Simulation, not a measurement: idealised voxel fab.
process module | voxel gate over fins
cross-section cut | 280 nm wide | cells 5 nm
A cross-section is a grid of square cells, given in bands from the top down. A band is one or more rows of cells.
Each band's line starts with the height of the band's top and of its bottom, in nm. Then come its materials from left to right, each with its width in nm. One material with "throughout" fills the band from edge to edge. "air" is empty space.
Height 0 is the level under which the wafer as received is all one material. The lowest band goes on downwards, as in "0 down".
A width such as "30 to 40" changes by the same amount from each row of cells to the next, from the band's top row to its bottom row.
"no change" after a step means that no cell of the cross-section changed.
closed voids: empty space of 8 cells or more with no open way to the top, each as width x height at its distance from the left edge, in nm
after a step's settings: what the simulator itself notes on the step
overlay nm, on a step with a mask: how far to the right of its planned place the mask lay; to the left if negative
plan
1 op RECEIVE | material Si
2 op CONFORMAL_DEP | material SiN | thk nm 10
3 op PATTERN | tone cover | mask id FINS | material resist | width nm 15 | pitch nm 40 | thk nm 20 | overlay nm 0
4 op DIRECTIONAL_ETCH | etch materials SiN | depth nm 10
5 op DIRECTIONAL_ETCH | etch materials Si | depth nm 40
6 op STRIP | etch materials resist
7 op FILL_DEP | material SiO2 | thk nm 15
8 op CMP | height nm 10
9 op SELECTIVE_ETCH | etch materials SiO2 | depth nm 20
10 op STRIP | etch materials SiN
11 op CONFORMAL_DEP | material HfO2 | thk nm 5
12 op CONFORMAL_DEP | material TiN | thk nm 5
13 op FILL_DEP | material W | thk nm 10
14 op CMP | height nm 15
15 op CONFORMAL_DEP | material SiCN | thk nm 10
first wafer, as planned
as received, after step 1
  0 down: Si throughout
  closed voids: none
after step 2
  10 to 0: SiN throughout
  below 0: unchanged
after step 3
  30 to 10: air 110 | resist 15 | air 25 | resist 15 | air 115
  below 10: unchanged
after step 4
  30 to 10: air 110 | resist 15 | air 25 | resist 15 | air 115
  10 to 0: air 110 | SiN 15 | air 25 | SiN 15 | air 115
  below 0: unchanged
after step 5
  30 to 10: air 110 | resist 15 | air 25 | resist 15 | air 115
  10 to 0: air 110 | SiN 15 | air 25 | SiN 15 | air 115
  0 to -40: air 110 | Si 15 | air 25 | Si 15 | air 115
  below -40: unchanged
after step 6
  10 to 0: air 110 | SiN 15 | air 25 | SiN 15 | air 115
  below 0: unchanged
after step 7
  25 to 10: SiO2 throughout
  10 to 0: SiO2 110 | SiN 15 | SiO2 25 | SiN 15 | SiO2 115
  0 to -40: SiO2 110 | Si 15 | SiO2 25 | Si 15 | SiO2 115
  below -40: unchanged
after step 8
  10 to 0: SiO2 110 | SiN 15 | SiO2 25 | SiN 15 | SiO2 115
  below 0: unchanged
after step 9
  10 to 0: air 110 | SiN 15 | air 25 | SiN 15 | air 115
  0 to -10: air 110 | Si 15 | air 25 | Si 15 | air 115
  below -10: unchanged
after step 10
  0 to -10: air 110 | Si 15 | air 25 | Si 15 | air 115
  below -10: unchanged
after step 11
  5 to 0: air 105 | HfO2 25 | air 15 | HfO2 25 | air 110
  0 to -5: air 105 | HfO2 5 | Si 15 | HfO2 5 | air 15 | HfO2 5 | Si 15 | HfO2 5 | air 110
  -5 to -10: HfO2 110 | Si 15 | HfO2 25 | Si 15 | HfO2 115
  below -10: unchanged
after step 12
  10 to 5: air 100 | TiN 35 | air 5 | TiN 35 | air 105
  5 to 0: air 100 | TiN 5 | HfO2 25 | TiN 5 | air 5 | TiN 5 | HfO2 25 | TiN 5 | air 105
  0 to -5: TiN 105 | HfO2 5 | Si 15 | HfO2 5 | TiN 15 | HfO2 5 | Si 15 | HfO2 5 | TiN 110
  below -5: unchanged
after step 13
  20 to 10: W throughout
  10 to 5: W 100 | TiN 35 | W 5 | TiN 35 | W 105
  5 to 0: W 100 | TiN 5 | HfO2 25 | TiN 5 | W 5 | TiN 5 | HfO2 25 | TiN 5 | W 105
  below 0: unchanged
after step 14
  15 to 10: W throughout
  below 10: unchanged
after step 15
  25 to 15: SiCN throughout
  below 15: unchanged
second wafer: like start, like plan, one mistake. Through step 2 it matches the first wafer
when step 3 should have ended
  30 to 10: air 115 | resist 15 | air 25 | resist 15 | air 110
  below 10: unchanged
when step 4 should have ended
  30 to 10: air 115 | resist 15 | air 25 | resist 15 | air 110
  10 to 0: air 115 | SiN 15 | air 25 | SiN 15 | air 110
  below 0: unchanged
when step 5 should have ended
  30 to 10: air 115 | resist 15 | air 25 | resist 15 | air 110
  10 to 0: air 115 | SiN 15 | air 25 | SiN 15 | air 110
  0 to -40: air 115 | Si 15 | air 25 | Si 15 | air 110
  below -40: unchanged
when step 6 should have ended
  10 to 0: air 115 | SiN 15 | air 25 | SiN 15 | air 110
  below 0: unchanged
when step 7 should have ended
  25 to 10: SiO2 throughout
  10 to 0: SiO2 115 | SiN 15 | SiO2 25 | SiN 15 | SiO2 110
  0 to -40: SiO2 115 | Si 15 | SiO2 25 | Si 15 | SiO2 110
  below -40: unchanged
when step 8 should have ended
  10 to 0: SiO2 115 | SiN 15 | SiO2 25 | SiN 15 | SiO2 110
  below 0: unchanged
when step 9 should have ended
  10 to 0: air 115 | SiN 15 | air 25 | SiN 15 | air 110
  0 to -10: air 115 | Si 15 | air 25 | Si 15 | air 110
  below -10: unchanged
when step 10 should have ended
  0 to -10: air 115 | Si 15 | air 25 | Si 15 | air 110
  below -10: unchanged
when step 11 should have ended
  5 to 0: air 110 | HfO2 25 | air 15 | HfO2 25 | air 105
  0 to -5: air 110 | HfO2 5 | Si 15 | HfO2 5 | air 15 | HfO2 5 | Si 15 | HfO2 5 | air 105
  -5 to -10: HfO2 115 | Si 15 | HfO2 25 | Si 15 | HfO2 110
  below -10: unchanged
when step 12 should have ended
  10 to 5: air 105 | TiN 35 | air 5 | TiN 35 | air 100
  5 to 0: air 105 | TiN 5 | HfO2 25 | TiN 5 | air 5 | TiN 5 | HfO2 25 | TiN 5 | air 100
  0 to -5: TiN 110 | HfO2 5 | Si 15 | HfO2 5 | TiN 15 | HfO2 5 | Si 15 | HfO2 5 | TiN 105
  below -5: unchanged
when step 13 should have ended
  20 to 10: W throughout
  10 to 5: W 105 | TiN 35 | W 5 | TiN 35 | W 100
  5 to 0: W 105 | TiN 5 | HfO2 25 | TiN 5 | W 5 | TiN 5 | HfO2 25 | TiN 5 | W 100
  below 0: unchanged
when step 14 should have ended
  15 to 10: W throughout
  below 10: unchanged
when step 15 should have ended
  25 to 15: SiCN throughout
  below 15: unchanged
what went wrong: step 3 ran as: op PATTERN | tone cover | mask id FINS | material resist | width nm 15 | pitch nm 40 | thk nm 20 | overlay nm 5
at the end the second wafer has, in cells: as many of each material as the first, in other places
